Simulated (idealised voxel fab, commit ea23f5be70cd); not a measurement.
Herein follows the process module entitled voxel transistor to metal.
Pictured: cross-section cut, 275 nm wide, on a grid of 5 nm square cells.
For the purposes of this document, a cross-section shall be understood as a grid of square cells, specified as bands listed in top-to-bottom order, each band consisting of one or more rows of cells. The band entry comprises the height of the band's top followed by the height of its bottom, expressed in nm, and subsequently the band's materials from left to right, each stated together with its width in nm. Where a single material is marked with the word "all across", that material fills the band from edge to edge. The word "air" represents empty space. We count height from 0. Below that, the starting wafer is all one material. The lowest band never ends at the bottom but goes on down; see "top 0, no bottom" for how that is written. With a width like "30->40", each row of cells in the band differs from the next by the same amount, the top row carrying the first number and the bottom row the second. The designation "no alteration", where it is given for a processing step, indicates that no cell of the cross-section was altered in the course of that step. Under "Trapped voids" you'll find the enclosed gaps, the ones with no way out to the top, that are 8 cells or bigger; each reads width x height at distance, with distance counted from the left edge, everything in nm. On a step's line, text after the settings is the simulator commenting on that step. When a step includes a mask, the "overlay nm" setting on its line states how far to the right of its planned place that mask lay, and negative values state how far to the left.
[Below is the list of planned process steps]
1 RECEIVE | material Si
2 CONFORMAL_DEP | material SiO2 | thk nm 5
3 CONFORMAL_DEP | material SiN | thk nm 10
4 DIRECTIONAL_DEP | material aC | thk nm 10
5 PATTERN | tone cover | mask id ACTIVE | material resist | width nm 105 | pitch nm 125 | thk nm 30 | overlay nm 0
6 DIRECTIONAL_ETCH | etch materials aC | depth nm 10
7 STRIP | etch materials resist
8 DIRECTIONAL_ETCH | etch materials SiN | depth nm 10
9 DIRECTIONAL_ETCH | etch materials SiO2 | depth nm 5
10 DIRECTIONAL_ETCH | etch materials Si | depth nm 20
11 STRIP | etch materials aC
12 OXIDIZE | depth nm 5
13 FILL_DEP | material SiO2 | thk nm 15
14 CMP | height nm 15
15 SELECTIVE_ETCH | etch materials SiO2 | depth nm 10
16 STRIP | etch materials SiN
17 SELECTIVE_ETCH | etch materials SiO2 | depth nm 5
18 OXIDIZE | depth nm 5
19 DIRECTIONAL_DEP | material polySi | thk nm 25
20 DIRECTIONAL_DEP | material SiCN | thk nm 15
21 PATTERN | tone cover | mask id GATE | material resist | width nm 25 | pitch nm 125 | thk nm 15 | overlay nm 0
22 DIRECTIONAL_ETCH | etch materials SiCN | depth nm 25
23 DIRECTIONAL_ETCH | etch materials polySi | depth nm 35
24 STRIP | etch materials resist
25 CONFORMAL_DEP | material SiO2 | thk nm 5
26 DIRECTIONAL_ETCH | etch materials SiO2 | depth nm 5
27 CONFORMAL_DEP | material SiN | thk nm 10
28 DIRECTIONAL_ETCH | etch materials SiN | depth nm 10
29 DIRECTIONAL_ETCH | etch materials SiO2 | depth nm 5
30 EPI | material SiGe | thk nm 5
31 FILL_DEP | material SiO2 | thk nm 10
32 CMP | height nm 25
33 STRIP | etch materials polySi
34 SELECTIVE_ETCH | etch materials SiO2 | depth nm 5
35 CONFORMAL_DEP | material HfO2 | thk nm 5
36 CONFORMAL_DEP | material TiN | thk nm 5
37 FILL_DEP | material W | thk nm 5
38 CMP | height nm 20
39 DIRECTIONAL_DEP | material SiO2 | thk nm 10
40 MASKED_ETCH | tone open | mask id CONTACT | width nm 15 | etch materials SiO2 | depth nm 30 | overlay nm 0
41 CONFORMAL_DEP | material TiN | thk nm 5
42 FILL_DEP | material Ru | thk nm 5
43 CMP | height nm 30
44 DIRECTIONAL_DEP | material TiN | thk nm 5
45 DIRECTIONAL_DEP | material Ru | thk nm 25
46 PATTERN | tone cover | mask id METAL_1 | material resist | width nm 15 | thk nm 20 | overlay nm 0
47 DIRECTIONAL_ETCH | etch materials Ru | depth nm 25
48 DIRECTIONAL_ETCH | etch materials TiN | depth nm 5
49 STRIP | etch materials resist
50 FILL_DEP | material lowk | thk nm 5
51 CMP | height nm 60
52 CONFORMAL_DEP | material SiN | thk nm 5
[Of two wafers, the first: run according to plan]
[Received-state cross-section, reflecting completion of step 1]
	top 0, no bottom: Si all across
	Trapped voids: none
[After step 2: wafer cross-section]
	top 5, bottom 0: SiO2 all across
	Below 0, no change.
[After step 3: wafer cross-section]
	top 15, bottom 5: SiN all across
	Below 5, no change.
[After step 4: wafer cross-section]
	top 25, bottom 15: aC all across
	Below 15, no change.
[After step 5: wafer cross-section]
	top 55, bottom 25: 20 of air  105 of resist  20 of air  105 of resist  25 of air
	Below 25, no change.
[After step 6: wafer cross-section]
	top 45, bottom 25: 20 of air  105 of resist  20 of air  105 of resist  25 of air
	top 25, bottom 15: 20 of air  105 of aC  20 of air  105 of aC  25 of air
	Below 15, no change.
[After step 7: wafer cross-section]
	top 25, bottom 15: 20 of air  105 of aC  20 of air  105 of aC  25 of air
	Below 15, no change.
[After step 8: wafer cross-section]
	top 25, bottom 15: 20 of air  105 of aC  20 of air  105 of aC  25 of air
	top 15, bottom 5: 20 of air  105 of SiN  20 of air  105 of SiN  25 of air
	Below 5, no change.
[After step 9: wafer cross-section]
	top 25, bottom 15: 20 of air  105 of aC  20 of air  105 of aC  25 of air
	top 15, bottom 5: 20 of air  105 of SiN  20 of air  105 of SiN  25 of air
	top 5, bottom 0: 20 of air  105 of SiO2  20 of air  105 of SiO2  25 of air
	Below 0, no change.
[After step 10: wafer cross-section]
	top 25, bottom 15: 20 of air  105 of aC  20 of air  105 of aC  25 of air
	top 15, bottom 5: 20 of air  105 of SiN  20 of air  105 of SiN  25 of air
	top 5, bottom 0: 20 of air  105 of SiO2  20 of air  105 of SiO2  25 of air
	top 0, bottom -20: 20 of air  105 of Si  20 of air  105 of Si  25 of air
	Below -20, no change.
[After step 11: wafer cross-section]
	top 15, bottom 5: 20 of air  105 of SiN  20 of air  105 of SiN  25 of air
	Below 5, no change.
[After step 12: wafer cross-section]
	top 15, bottom 5: 20 of air  105 of SiN  20 of air  105 of SiN  25 of air
	top 5, bottom 0: 20 of air  105 of SiO2  20 of air  105 of SiO2  25 of air
	top 0, bottom -20: 20 of air  5 of SiO2  95 of Si  5 of SiO2  20 of air  5 of SiO2  95 of Si  5 of SiO2  25 of air
	top -20, bottom -25: 25 of SiO2  95 of Si  30 of SiO2  95 of Si  30 of SiO2
	Below -25, no change.
[After step 13: wafer cross-section]
	top 30, bottom 15: SiO2 all across
	top 15, bottom 5: 20 of SiO2  105 of SiN  20 of SiO2  105 of SiN  25 of SiO2
	top 5, bottom 0: SiO2 all across
	top 0, bottom -25: 25 of SiO2  95 of Si  30 of SiO2  95 of Si  30 of SiO2
	Below -25, no change.
[After step 14: wafer cross-section]
	top 15, bottom 5: 20 of SiO2  105 of SiN  20 of SiO2  105 of SiN  25 of SiO2
	Below 5, no change.
[After step 15: wafer cross-section]
	top 15, bottom 5: 20 of air  105 of SiN  20 of air  105 of SiN  25 of air
	Below 5, no change.
[After step 16: wafer cross-section]
	top 5, bottom 0: SiO2 all across
	Below 0, no change.
[After step 17: wafer cross-section]
	top 0, bottom -25: 25 of SiO2  95 of Si  30 of SiO2  95 of Si  30 of SiO2
	Below -25, no change.
[After step 18: wafer cross-section]
	top 0, bottom -5: SiO2 all across
	Below -5, no change.
[After step 19: wafer cross-section]
	top 25, bottom 0: polySi all across
	Below 0, no change.
[After step 20: wafer cross-section]
	top 40, bottom 25: SiCN all across
	Below 25, no change.
[After step 21: wafer cross-section]
	top 55, bottom 40: 60 of air  25 of resist  100 of air  25 of resist  65 of air
	Below 40, no change.
[After step 22: wafer cross-section]
	top 55, bottom 40: 60 of air  25 of resist  100 of air  25 of resist  65 of air
	top 40, bottom 25: 60 of air  25 of SiCN  100 of air  25 of SiCN  65 of air
	Below 25, no change.
[After step 23: wafer cross-section]
	top 55, bottom 40: 60 of air  25 of resist  100 of air  25 of resist  65 of air
	top 40, bottom 25: 60 of air  25 of SiCN  100 of air  25 of SiCN  65 of air
	top 25, bottom 0: 60 of air  25 of polySi  100 of air  25 of polySi  65 of air
	Below 0, no change.
[After step 24: wafer cross-section]
	top 40, bottom 25: 60 of air  25 of SiCN  100 of air  25 of SiCN  65 of air
	Below 25, no change.
[After step 25: wafer cross-section]
	top 45, bottom 40: 55 of air  35 of SiO2  90 of air  35 of SiO2  60 of air
	top 40, bottom 25: 55 of air  5 of SiO2  25 of SiCN  5 of SiO2  90 of air  5 of SiO2  25 of SiCN  5 of SiO2  60 of air
	top 25, bottom 5: 55 of air  5 of SiO2  25 of polySi  5 of SiO2  90 of air  5 of SiO2  25 of polySi  5 of SiO2  60 of air
	top 5, bottom 0: 60 of SiO2  25 of polySi  100 of SiO2  25 of polySi  65 of SiO2
	Below 0, no change.
[After step 26: wafer cross-section]
	top 40, bottom 25: 55 of air  5 of SiO2  25 of SiCN  5 of SiO2  90 of air  5 of SiO2  25 of SiCN  5 of SiO2  60 of air
	top 25, bottom 0: 55 of air  5 of SiO2  25 of polySi  5 of SiO2  90 of air  5 of SiO2  25 of polySi  5 of SiO2  60 of air
	Below 0, no change.
[After step 27: wafer cross-section]
	top 50, bottom 40: 45 of air  55 of SiN  70 of air  55 of SiN  50 of air
	top 40, bottom 25: 45 of air  10 of SiN  5 of SiO2  25 of SiCN  5 of SiO2  10 of SiN  70 of air  10 of SiN  5 of SiO2  25 of SiCN  5 of SiO2  10 of SiN  50 of air
	top 25, bottom 10: 45 of air  10 of SiN  5 of SiO2  25 of polySi  5 of SiO2  10 of SiN  70 of air  10 of SiN  5 of SiO2  25 of polySi  5 of SiO2  10 of SiN  50 of air
	top 10, bottom 0: 55 of SiN  5 of SiO2  25 of polySi  5 of SiO2  90 of SiN  5 of SiO2  25 of polySi  5 of SiO2  60 of SiN
	Below 0, no change.
[After step 28: wafer cross-section]
	top 40, bottom 25: 45 of air  10 of SiN  5 of SiO2  25 of SiCN  5 of SiO2  10 of SiN  70 of air  10 of SiN  5 of SiO2  25 of SiCN  5 of SiO2  10 of SiN  50 of air
	top 25, bottom 0: 45 of air  10 of SiN  5 of SiO2  25 of polySi  5 of SiO2  10 of SiN  70 of air  10 of SiN  5 of SiO2  25 of polySi  5 of SiO2  10 of SiN  50 of air
	Below 0, no change.
[After step 29: wafer cross-section]
	top 40, bottom 35: 45 of air  10 of SiN  5 of air  25 of SiCN  5 of air  10 of SiN  70 of air  10 of SiN  5 of air  25 of SiCN  5 of air  10 of SiN  50 of air
	top 35, bottom 25: 45 of air  10 of SiN  5 of SiO2  25 of SiCN  5 of SiO2  10 of SiN  70 of air  10 of SiN  5 of SiO2  25 of SiCN  5 of SiO2  10 of SiN  50 of air
	top 25, bottom 0: 45 of air  10 of SiN  5 of SiO2  25 of polySi  5 of SiO2  10 of SiN  70 of air  10 of SiN  5 of SiO2  25 of polySi  5 of SiO2  10 of SiN  50 of air
	top 0, bottom -5: 45 of air  55 of SiO2  70 of air  55 of SiO2  50 of air
	Below -5, no change.
[After step 30: wafer cross-section]
	top 40, bottom 35: 45 of air  10 of SiN  5 of air  25 of SiCN  5 of air  10 of SiN  70 of air  10 of SiN  5 of air  25 of SiCN  5 of air  10 of SiN  50 of air
	top 35, bottom 25: 45 of air  10 of SiN  5 of SiO2  25 of SiCN  5 of SiO2  10 of SiN  70 of air  10 of SiN  5 of SiO2  25 of SiCN  5 of SiO2  10 of SiN  50 of air
	top 25, bottom 0: 45 of air  10 of SiN  5 of SiO2  25 of polySi  5 of SiO2  10 of SiN  70 of air  10 of SiN  5 of SiO2  25 of polySi  5 of SiO2  10 of SiN  50 of air
	top 0, bottom -5: 20 of air  25 of SiGe  55 of SiO2  25 of SiGe  20 of air  25 of SiGe  55 of SiO2  25 of SiGe  25 of air
	Below -5, no change.
[After step 31: wafer cross-section]
	top 50, bottom 40: SiO2 all across
	top 40, bottom 25: 45 of SiO2  10 of SiN  5 of SiO2  25 of SiCN  5 of SiO2  10 of SiN  70 of SiO2  10 of SiN  5 of SiO2  25 of SiCN  5 of SiO2  10 of SiN  50 of SiO2
	top 25, bottom 0: 45 of SiO2  10 of SiN  5 of SiO2  25 of polySi  5 of SiO2  10 of SiN  70 of SiO2  10 of SiN  5 of SiO2  25 of polySi  5 of SiO2  10 of SiN  50 of SiO2
	top 0, bottom -5: 20 of SiO2  25 of SiGe  55 of SiO2  25 of SiGe  20 of SiO2  25 of SiGe  55 of SiO2  25 of SiGe  25 of SiO2
	Below -5, no change.
[After step 32: wafer cross-section]
	top 25, bottom 0: 45 of SiO2  10 of SiN  5 of SiO2  25 of polySi  5 of SiO2  10 of SiN  70 of SiO2  10 of SiN  5 of SiO2  25 of polySi  5 of SiO2  10 of SiN  50 of SiO2
	Below 0, no change.
[After step 33: wafer cross-section]
	top 25, bottom 0: 45 of SiO2  10 of SiN  5 of SiO2  25 of air  5 of SiO2  10 of SiN  70 of SiO2  10 of SiN  5 of SiO2  25 of air  5 of SiO2  10 of SiN  50 of SiO2
	Below 0, no change.
[After step 34: wafer cross-section]
	top 25, bottom 20: 45 of air  10 of SiN  35 of air  10 of SiN  70 of air  10 of SiN  35 of air  10 of SiN  50 of air
	top 20, bottom 0: 45 of SiO2  10 of SiN  35 of air  10 of SiN  70 of SiO2  10 of SiN  35 of air  10 of SiN  50 of SiO2
	top 0, bottom -5: 20 of SiO2  25 of SiGe  10 of SiO2  35 of air  10 of SiO2  25 of SiGe  20 of SiO2  25 of SiGe  10 of SiO2  35 of air  10 of SiO2  25 of SiGe  25 of SiO2
	Below -5, no change.
[After step 35: wafer cross-section]
	top 30, bottom 25: 40 of air  20 of HfO2  25 of air  20 of HfO2  60 of air  20 of HfO2  25 of air  20 of HfO2  45 of air
	top 25, bottom 20: 45 of HfO2  10 of SiN  5 of HfO2  25 of air  5 of HfO2  10 of SiN  70 of HfO2  10 of SiN  5 of HfO2  25 of air  5 of HfO2  10 of SiN  50 of HfO2
	top 20, bottom 0: 45 of SiO2  10 of SiN  5 of HfO2  25 of air  5 of HfO2  10 of SiN  70 of SiO2  10 of SiN  5 of HfO2  25 of air  5 of HfO2  10 of SiN  50 of SiO2
	top 0, bottom -5: 20 of SiO2  25 of SiGe  10 of SiO2  35 of HfO2  10 of SiO2  25 of SiGe  20 of SiO2  25 of SiGe  10 of SiO2  35 of HfO2  10 of SiO2  25 of SiGe  25 of SiO2
	Below -5, no change.
[After step 36: wafer cross-section]
	top 35, bottom 30: 35 of air  30 of TiN  15 of air  30 of TiN  50 of air  30 of TiN  15 of air  30 of TiN  40 of air
	top 30, bottom 25: 40 of TiN  20 of HfO2  5 of TiN  15 of air  5 of TiN  20 of HfO2  60 of TiN  20 of HfO2  5 of TiN  15 of air  5 of TiN  20 of HfO2  45 of TiN
	top 25, bottom 20: 45 of HfO2  10 of SiN  5 of HfO2  5 of TiN  15 of air  5 of TiN  5 of HfO2  10 of SiN  70 of HfO2  10 of SiN  5 of HfO2  5 of TiN  15 of air  5 of TiN  5 of HfO2  10 of SiN  50 of HfO2
	top 20, bottom 5: 45 of SiO2  10 of SiN  5 of HfO2  5 of TiN  15 of air  5 of TiN  5 of HfO2  10 of SiN  70 of SiO2  10 of SiN  5 of HfO2  5 of TiN  15 of air  5 of TiN  5 of HfO2  10 of SiN  50 of SiO2
	top 5, bottom 0: 45 of SiO2  10 of SiN  5 of HfO2  25 of TiN  5 of HfO2  10 of SiN  70 of SiO2  10 of SiN  5 of HfO2  25 of TiN  5 of HfO2  10 of SiN  50 of SiO2
	Below 0, no change.
[After step 37: wafer cross-section]
	top 40, bottom 35: W all across
	top 35, bottom 30: 35 of W  30 of TiN  15 of W  30 of TiN  50 of W  30 of TiN  15 of W  30 of TiN  40 of W
	top 30, bottom 25: 40 of TiN  20 of HfO2  5 of TiN  15 of W  5 of TiN  20 of HfO2  60 of TiN  20 of HfO2  5 of TiN  15 of W  5 of TiN  20 of HfO2  45 of TiN
	top 25, bottom 20: 45 of HfO2  10 of SiN  5 of HfO2  5 of TiN  15 of W  5 of TiN  5 of HfO2  10 of SiN  70 of HfO2  10 of SiN  5 of HfO2  5 of TiN  15 of W  5 of TiN  5 of HfO2  10 of SiN  50 of HfO2
	top 20, bottom 5: 45 of SiO2  10 of SiN  5 of HfO2  5 of TiN  15 of W  5 of TiN  5 of HfO2  10 of SiN  70 of SiO2  10 of SiN  5 of HfO2  5 of TiN  15 of W  5 of TiN  5 of HfO2  10 of SiN  50 of SiO2
	Below 5, no change.
[After step 38: wafer cross-section]
	top 20, bottom 5: 45 of SiO2  10 of SiN  5 of HfO2  5 of TiN  15 of W  5 of TiN  5 of HfO2  10 of SiN  70 of SiO2  10 of SiN  5 of HfO2  5 of TiN  15 of W  5 of TiN  5 of HfO2  10 of SiN  50 of SiO2
	Below 5, no change.
[After step 39: wafer cross-section]
	top 30, bottom 20: SiO2 all across
	Below 20, no change.
[After step 40: wafer cross-section]
	top 30, bottom 20: 25 of SiO2  15 of air  65 of SiO2  15 of air  30 of SiO2  15 of air  65 of SiO2  15 of air  30 of SiO2
	top 20, bottom 5: 25 of SiO2  15 of air  5 of SiO2  10 of SiN  5 of HfO2  5 of TiN  15 of W  5 of TiN  5 of HfO2  10 of SiN  5 of SiO2  15 of air  30 of SiO2  15 of air  5 of SiO2  10 of SiN  5 of HfO2  5 of TiN  15 of W  5 of TiN  5 of HfO2  10 of SiN  5 of SiO2  15 of air  30 of SiO2
	top 5, bottom 0: 25 of SiO2  15 of air  5 of SiO2  10 of SiN  5 of HfO2  25 of TiN  5 of HfO2  10 of SiN  5 of SiO2  15 of air  30 of SiO2  15 of air  5 of SiO2  10 of SiN  5 of HfO2  25 of TiN  5 of HfO2  10 of SiN  5 of SiO2  15 of air  30 of SiO2
	Below 0, no change.
[After step 41: wafer cross-section]
	top 35, bottom 30: 30 of TiN  5 of air  75 of TiN  5 of air  40 of TiN  5 of air  75 of TiN  5 of air  35 of TiN
	top 30, bottom 20: 25 of SiO2  5 of TiN  5 of air  5 of TiN  65 of SiO2  5 of TiN  5 of air  5 of TiN  30 of SiO2  5 of TiN  5 of air  5 of TiN  65 of SiO2  5 of TiN  5 of air  5 of TiN  30 of SiO2
	top 20, bottom 5: 25 of SiO2  5 of TiN  5 of air  5 of TiN  5 of SiO2  10 of SiN  5 of HfO2  5 of TiN  15 of W  5 of TiN  5 of HfO2  10 of SiN  5 of SiO2  5 of TiN  5 of air  5 of TiN  30 of SiO2  5 of TiN  5 of air  5 of TiN  5 of SiO2  10 of SiN  5 of HfO2  5 of TiN  15 of W  5 of TiN  5 of HfO2  10 of SiN  5 of SiO2  5 of TiN  5 of air  5 of TiN  30 of SiO2
	top 5, bottom 0: 25 of SiO2  15 of TiN  5 of SiO2  10 of SiN  5 of HfO2  25 of TiN  5 of HfO2  10 of SiN  5 of SiO2  15 of TiN  30 of SiO2  15 of TiN  5 of SiO2  10 of SiN  5 of HfO2  25 of TiN  5 of HfO2  10 of SiN  5 of SiO2  15 of TiN  30 of SiO2
	Below 0, no change.
[After step 42: wafer cross-section]
	top 40, bottom 35: Ru all across
	top 35, bottom 30: 30 of TiN  5 of Ru  75 of TiN  5 of Ru  40 of TiN  5 of Ru  75 of TiN  5 of Ru  35 of TiN
	top 30, bottom 20: 25 of SiO2  5 of TiN  5 of Ru  5 of TiN  65 of SiO2  5 of TiN  5 of Ru  5 of TiN  30 of SiO2  5 of TiN  5 of Ru  5 of TiN  65 of SiO2  5 of TiN  5 of Ru  5 of TiN  30 of SiO2
	top 20, bottom 5: 25 of SiO2  5 of TiN  5 of Ru  5 of TiN  5 of SiO2  10 of SiN  5 of HfO2  5 of TiN  15 of W  5 of TiN  5 of HfO2  10 of SiN  5 of SiO2  5 of TiN  5 of Ru  5 of TiN  30 of SiO2  5 of TiN  5 of Ru  5 of TiN  5 of SiO2  10 of SiN  5 of HfO2  5 of TiN  15 of W  5 of TiN  5 of HfO2  10 of SiN  5 of SiO2  5 of TiN  5 of Ru  5 of TiN  30 of SiO2
	Below 5, no change.
[After step 43: wafer cross-section]
	top 30, bottom 20: 25 of SiO2  5 of TiN  5 of Ru  5 of TiN  65 of SiO2  5 of TiN  5 of Ru  5 of TiN  30 of SiO2  5 of TiN  5 of Ru  5 of TiN  65 of SiO2  5 of TiN  5 of Ru  5 of TiN  30 of SiO2
	Below 20, no change.
[After step 44: wafer cross-section]
	top 35, bottom 30: TiN all across
	Below 30, no change.
[After step 45: wafer cross-section]
	top 60, bottom 35: Ru all across
	Below 35, no change.
[After step 46: wafer cross-section]
	top 80, bottom 60: 25 of air  15 of resist  65 of air  15 of resist  30 of air  15 of resist  65 of air  15 of resist  30 of air
	Below 60, no change.
[After step 47: wafer cross-section]
	top 80, bottom 60: 25 of air  15 of resist  65 of air  15 of resist  30 of air  15 of resist  65 of air  15 of resist  30 of air
	top 60, bottom 35: 25 of air  15 of Ru  65 of air  15 of Ru  30 of air  15 of Ru  65 of air  15 of Ru  30 of air
	Below 35, no change.
[After step 48: wafer cross-section]
	top 80, bottom 60: 25 of air  15 of resist  65 of air  15 of resist  30 of air  15 of resist  65 of air  15 of resist  30 of air
	top 60, bottom 35: 25 of air  15 of Ru  65 of air  15 of Ru  30 of air  15 of Ru  65 of air  15 of Ru  30 of air
	top 35, bottom 30: 25 of air  15 of TiN  65 of air  15 of TiN  30 of air  15 of TiN  65 of air  15 of TiN  30 of air
	Below 30, no change.
[After step 49: wafer cross-section]
	top 60, bottom 35: 25 of air  15 of Ru  65 of air  15 of Ru  30 of air  15 of Ru  65 of air  15 of Ru  30 of air
	Below 35, no change.
[After step 50: wafer cross-section]
	top 65, bottom 60: lowk all across
	top 60, bottom 35: 25 of lowk  15 of Ru  65 of lowk  15 of Ru  30 of lowk  15 of Ru  65 of lowk  15 of Ru  30 of lowk
	top 35, bottom 30: 25 of lowk  15 of TiN  65 of lowk  15 of TiN  30 of lowk  15 of TiN  65 of lowk  15 of TiN  30 of lowk
	Below 30, no change.
[After step 51: wafer cross-section]
	top 60, bottom 35: 25 of lowk  15 of Ru  65 of lowk  15 of Ru  30 of lowk  15 of Ru  65 of lowk  15 of Ru  30 of lowk
	Below 35, no change.
[After step 52: wafer cross-section]
	top 65, bottom 60: SiN all across
	Below 60, no change.
[Second wafer, same starting conditions and recipe as the first, one mistake in executing it, nothing differs from the first up to and including step 43]
[Cross-section, second wafer, at the end time the plan gives for step 44]
	top 55, bottom 30: Ru all across
	Below 30, no change.
[Cross-section, second wafer, at the end time the plan gives for step 45]
	top 60, bottom 55: TiN all across
	Below 55, no change.
[Cross-section, second wafer, at the end time the plan gives for step 46]
	top 80, bottom 60: 25 of air  15 of resist  65 of air  15 of resist  30 of air  15 of resist  65 of air  15 of resist  30 of air
	Below 60, no change.
Cross-section, second wafer, at the end time the plan gives for step 47: no alteration
[Cross-section, second wafer, at the end time the plan gives for step 48]
	top 80, bottom 60: 25 of air  15 of resist  65 of air  15 of resist  30 of air  15 of resist  65 of air  15 of resist  30 of air
	top 60, bottom 55: 25 of air  15 of TiN  65 of air  15 of TiN  30 of air  15 of TiN  65 of air  15 of TiN  30 of air
	Below 55, no change.
[Cross-section, second wafer, at the end time the plan gives for step 49]
	top 60, bottom 55: 25 of air  15 of TiN  65 of air  15 of TiN  30 of air  15 of TiN  65 of air  15 of TiN  30 of air
	Below 55, no change.
[Cross-section, second wafer, at the end time the plan gives for step 50]
	top 65, bottom 60: lowk all across
	top 60, bottom 55: 25 of lowk  15 of TiN  65 of lowk  15 of TiN  30 of lowk  15 of TiN  65 of lowk  15 of TiN  30 of lowk
	Below 55, no change.
[Cross-section, second wafer, at the end time the plan gives for step 51]
	top 60, bottom 55: 25 of lowk  15 of TiN  65 of lowk  15 of TiN  30 of lowk  15 of TiN  65 of lowk  15 of TiN  30 of lowk
	Below 55, no change.
[Cross-section, second wafer, at the end time the plan gives for step 52]
	top 65, bottom 60: SiN all across
	Below 60, no change.
So what did we get wrong on this run? swap of plan steps 44 and 45 during execution
Looking at both finished wafers in cells, the second ends up ahead of or behind the first on some materials: Ru: 215 more | lowk: 215 fewer
